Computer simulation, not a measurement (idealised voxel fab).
process module | voxel transistor to metal
cross-section cut | 300 nm wide | cells 5 nm
A cross-section is a grid of square cells, given in bands from the top down. A band is one or more rows of cells.
Each band's line starts with the height of the band's top and of its bottom, in nm. Then come its materials from left to right, each with its width in nm. One material with "throughout" fills the band from edge to edge. "air" is empty space.
Height 0 is the level under which the wafer as received is all one material. The lowest band goes on downwards, as in "0 down".
A width such as "30 to 40" changes by the same amount from each row of cells to the next, from the band's top row to its bottom row.
"no change" after a step means that no cell of the cross-section changed.
closed voids: empty space of 8 cells or more with no open way to the top, each as width x height at its distance from the left edge, in nm
after a step's settings: what the simulator itself notes on the step
overlay nm, on a step with a mask: how far to the right of its planned place the mask lay; to the left if negative
plan
1 op RECEIVE | material Si
2 op OXIDIZE | depth nm 5
3 op CONFORMAL_DEP | material SiN | thk nm 15
4 op PATTERN | tone cover | mask id ACTIVE | material resist | width nm 95 | pitch nm 115 | thk nm 20 | overlay nm 0
5 op DIRECTIONAL_ETCH | etch materials SiN | depth nm 15
6 op DIRECTIONAL_ETCH | etch materials SiO2 | depth nm 5
7 op DIRECTIONAL_ETCH | etch materials Si | depth nm 35
8 op STRIP | etch materials resist
9 op FILL_DEP | material SiO2 | thk nm 15
10 op CMP | height nm 15
11 op SELECTIVE_ETCH | etch materials SiO2 | depth nm 10
12 op STRIP | etch materials SiN
13 op SELECTIVE_ETCH | etch materials SiO2 | depth nm 5
14 op OXIDIZE | depth nm 5
15 op DIRECTIONAL_DEP | material polySi | thk nm 20
16 op DIRECTIONAL_DEP | material SiCN | thk nm 10
17 op PATTERN | tone cover | mask id GATE | material resist | width nm 25 | pitch nm 115 | thk nm 15 | overlay nm 0
18 op DIRECTIONAL_ETCH | etch materials SiCN | depth nm 20
19 op DIRECTIONAL_ETCH | etch materials polySi | depth nm 30
20 op STRIP | etch materials resist
21 op CONFORMAL_DEP | material SiN | thk nm 5
22 op DIRECTIONAL_ETCH | etch materials SiN | depth nm 5
23 op DIRECTIONAL_ETCH | etch materials SiO2 | depth nm 5
24 op EPI | material SiGe | thk nm 5
25 op FILL_DEP | material SiO2 | thk nm 10
26 op CMP | height nm 15
27 op STRIP | etch materials polySi
28 op SELECTIVE_ETCH | etch materials SiO2 | depth nm 5
29 op CONFORMAL_DEP | material HfO2 | thk nm 5
30 op CONFORMAL_DEP | material TiN | thk nm 5
31 op FILL_DEP | material W | thk nm 10
32 op CMP | height nm 10
33 op DIRECTIONAL_DEP | material SiO2 | thk nm 10
34 op DIRECTIONAL_DEP | material aC | thk nm 10
35 op PATTERN | tone open | mask id CONTACT | material resist | width nm 15 | thk nm 30 | overlay nm 0
36 op DIRECTIONAL_ETCH | etch materials aC | depth nm 10
37 op STRIP | etch materials resist
38 op DIRECTIONAL_ETCH | etch materials SiO2 | depth nm 25
39 op STRIP | etch materials aC
40 op CONFORMAL_DEP | material TiN | thk nm 5
41 op FILL_DEP | material Ru | thk nm 5
42 op CMP | height nm 20
43 op CONFORMAL_DEP | material SiN | thk nm 5
44 op DIRECTIONAL_DEP | material SiO2 | thk nm 25
45 op MASKED_ETCH | tone open | mask id METAL_1 | width nm 15 | etch materials SiO2 | depth nm 25 | overlay nm 0
46 op MASKED_ETCH | tone open | mask id METAL_1 | width nm 15 | etch materials SiN | depth nm 5 | overlay nm 0
47 op CONFORMAL_DEP | material TiN | thk nm 5
48 op FILL_DEP | material Ru | thk nm 10
49 op CMP | height nm 50
50 op CONFORMAL_DEP | material SiCN | thk nm 5
51 op DIRECTIONAL_DEP | material lowk | thk nm 30
52 op DIRECTIONAL_DEP | material aC | thk nm 10
53 op PATTERN | tone open | mask id METAL_2 | material resist | width nm 15 | pitch nm 115 | thk nm 25 | overlay nm 0
54 op DIRECTIONAL_ETCH | etch materials aC | depth nm 10
55 op STRIP | etch materials resist
56 op DIRECTIONAL_ETCH | etch materials lowk | depth nm 20
57 op STRIP | etch materials aC
58 op DIRECTIONAL_DEP | material aC | thk nm 15
59 op PATTERN | tone open | mask id METAL_2_HOLES | material resist | width nm 15 | pitch nm 115 | thk nm 30 | overlay nm 0
60 op DIRECTIONAL_ETCH | etch materials aC | depth nm 15
61 op STRIP | etch materials resist
62 op DIRECTIONAL_ETCH | etch materials lowk | depth nm 10
63 op DIRECTIONAL_ETCH | etch materials SiCN | depth nm 5
64 op STRIP | etch materials aC
65 op CONFORMAL_DEP | material TiN | thk nm 5
66 op FILL_DEP | material Ru | thk nm 10
67 op CMP | height nm 85
68 op CONFORMAL_DEP | material SiN | thk nm 5
as received, after step 1
  0 down: Si throughout
  closed voids: none
a wafer at the end: this start, this plan, one mistake
  90 to 85: SiN throughout
  85 to 70: lowk 50 | TiN 5 | Ru 5 | TiN 5 | lowk 100 | TiN 5 | Ru 5 | TiN 5 | lowk 120
  70 to 65: SiCN 50 | TiN 15 | SiCN 100 | TiN 15 | SiCN 120
  65 to 55: Ru throughout
  55 to 50: TiN 55 | Ru 5 | TiN 65 | Ru 5 | TiN 40 | Ru 5 | TiN 65 | Ru 5 | TiN 55
  50 to 25: SiO2 50 | TiN 5 | Ru 5 | TiN 5 | SiO2 55 | TiN 5 | Ru 5 | TiN 5 | SiO2 30 | TiN 5 | Ru 5 | TiN 5 | SiO2 55 | TiN 5 | Ru 5 | TiN 5 | SiO2 50
  25 to 20: SiN 50 | TiN 15 | SiN 55 | TiN 15 | SiN 30 | TiN 15 | SiN 55 | TiN 15 | SiN 50
  20 to 10: SiO2 50 | TiN 5 | Ru 5 | TiN 5 | SiO2 55 | TiN 5 | Ru 5 | TiN 5 | SiO2 30 | TiN 5 | Ru 5 | TiN 5 | SiO2 55 | TiN 5 | Ru 5 | TiN 5 | SiO2 50
  10 to 0: SiO2 50 | TiN 5 | Ru 5 | TiN 5 | SiO2 10 | SiN 5 | HfO2 5 | TiN 5 | W 5 | TiN 5 | HfO2 5 | SiN 5 | SiO2 10 | TiN 5 | Ru 5 | TiN 5 | SiO2 30 | TiN 5 | Ru 5 | TiN 5 | SiO2 10 | SiN 5 | HfO2 5 | TiN 5 | W 5 | TiN 5 | HfO2 5 | SiN 5 | SiO2 10 | TiN 5 | Ru 5 | TiN 5 | SiO2 50
  0 to -5: SiO2 40 | SiN 5 | SiO2 5 | TiN 15 | SiO2 10 | SiN 5 | HfO2 5 | TiN 15 | HfO2 5 | SiN 5 | SiO2 10 | TiN 15 | SiO2 5 | SiN 5 | SiO2 10 | SiN 5 | SiO2 5 | TiN 15 | SiO2 10 | SiN 5 | HfO2 5 | TiN 15 | HfO2 5 | SiN 5 | SiO2 10 | TiN 15 | SiO2 5 | SiN 5 | SiO2 40
  -5 to -10: SiO2 45 | SiGe 30 | HfO2 35 | SiGe 30 | SiO2 20 | SiGe 30 | HfO2 35 | SiGe 30 | SiO2 45
  -10 to -40: SiO2 45 | Si 95 | SiO2 20 | Si 95 | SiO2 45
  -40 down: Si throughout
  closed voids: none
what went wrong: step 49 was left out
